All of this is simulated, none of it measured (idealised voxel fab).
Title: Process Module voxel self aligned vias
It is cross-section cut that appears here, measuring 175 nm in width, its square cells being 5 nm in size.
For the purposes of this document, a cross-section shall be understood as a grid of square cells, specified as bands listed in top-to-bottom order, each band consisting of one or more rows of cells.
Band: top height; bottom height; in nm. Then, left to right: material with width in nm, for each material. "full width": a single material spanning edge to edge. "empty": empty space.
For the purposes of this specification, 0 denotes the height below which the wafer in its as-received condition is composed wholly of one material, and the lowermost band, lacking a lower limit, extends downward without end, as expressed in "0 and below".
So if you see something like "30 to 40" for the width, read it as the top row of the band sitting at the first number and the bottom row at the second, with every row in between moving by the same amount as the last.
"remained unchanged" after a step means that no cell of the cross-section changed.
"Non-vented voids" - sealed voids, min. 8 cells, no opening to top; format: width x height at distance (distance from left edge; nm throughout).
What comes after the settings on a step's line is commentary from the simulator itself on that step.
When a step includes a mask, the "overlay nm" setting on its line states how far to the right of its planned place that mask lay, and negative values state how far to the left.
### Here's what the planned process steps look like
1. op RECEIVE | material Si
2. op CONFORMAL_DEP | material SiO2 | thk nm 10
3. op CONFORMAL_DEP | material SiCN | thk nm 5
4. op DIRECTIONAL_DEP | material SiO2 | thk nm 20
5. op DIRECTIONAL_DEP | material aC | thk nm 10
6. op PATTERN | tone open | mask id LINES | material resist | width nm 20 | pitch nm 50 | thk nm 25 | overlay nm 0
7. op DIRECTIONAL_ETCH | etch materials aC | depth nm 10
8. op STRIP | etch materials resist
9. op DIRECTIONAL_ETCH | etch materials SiO2 | depth nm 20
10. op STRIP | etch materials aC
11. op CONFORMAL_DEP | material TiN | thk nm 5
12. op FILL_DEP | material W | thk nm 5
13. op CMP | height nm 35
14. op SELECTIVE_ETCH | etch materials W Ru TiN | depth nm 5
15. op FILL_DEP | material SiN | thk nm 10
16. op CMP | height nm 35
17. op DIRECTIONAL_DEP | material SiO2 | thk nm 15
18. op MASKED_ETCH | tone open | mask id VIAS | width nm 30 | pitch nm 100 | etch materials SiO2 | depth nm 15 | overlay nm 0
19. op MASKED_ETCH | tone open | mask id VIAS | width nm 30 | pitch nm 100 | etch materials SiN | depth nm 5 | overlay nm 0
20. op CONFORMAL_DEP | material TiN | thk nm 5
21. op FILL_DEP | material Ru | thk nm 5
22. op CMP | height nm 50
23. op CONFORMAL_DEP | material SiCN | thk nm 5
### Wafer cross-section on receipt, i.e. after step 1
- 0 and below | Si full width
- Non-vented voids: none
### End-of-module XS, first of two wafers, run as planned
- 55 down to 50 | SiCN full width
- 50 down to 40 | 20 SiO2  5 TiN  20 Ru  5 TiN  70 SiO2  5 TiN  20 Ru  5 TiN  25 SiO2
- 40 down to 35 | 20 SiO2  10 TiN  10 Ru  10 TiN  70 SiO2  10 TiN  10 Ru  10 TiN  25 SiO2
- 35 down to 30 | 25 SiO2  20 TiN  30 SiO2  20 SiN  30 SiO2  20 TiN  30 SiO2
- 30 down to 20 | 25 SiO2  5 TiN  10 W  5 TiN  30 SiO2  5 TiN  10 W  5 TiN  30 SiO2  5 TiN  10 W  5 TiN  30 SiO2
- 20 down to 15 | 25 SiO2  20 TiN  30 SiO2  20 TiN  30 SiO2  20 TiN  30 SiO2
- 15 down to 10 | SiCN full width
- 10 down to 0 | SiO2 full width
- 0 and below | Si full width
- Non-vented voids: none
### Same start, same plan as the first wafer - but one mistake in the run. Cross-section of the second of the two at the end of the module
- 55 down to 50 | SiCN full width
- 50 down to 35 | 20 SiO2  5 TiN  20 Ru  5 TiN  70 SiO2  5 TiN  20 Ru  5 TiN  25 SiO2
- 35 down to 30 | 20 SiN  30 TiN  70 SiN  30 TiN  25 SiN
- 30 down to 25 | 30 TiN  10 W  40 TiN  10 W  40 TiN  10 W  35 TiN
- 25 down to 10 | 25 SiO2  5 TiN  10 W  5 TiN  30 SiO2  5 TiN  10 W  5 TiN  30 SiO2  5 TiN  10 W  5 TiN  30 SiO2
- 10 down to 5 | 25 SiO2  20 TiN  30 SiO2  20 TiN  30 SiO2  20 TiN  30 SiO2
- 5 down to 0 | SiCN full width
- 0 and below | Si full width
- Non-vented voids: none
Run error: the plan's step 2 was left out and never carried out
Final wafer comparison in cells, second versus first, more or fewer per material: 4 more of Ru, 19 more of SiN, 70 fewer of SiO2, 35 more of TiN, 12 more of W
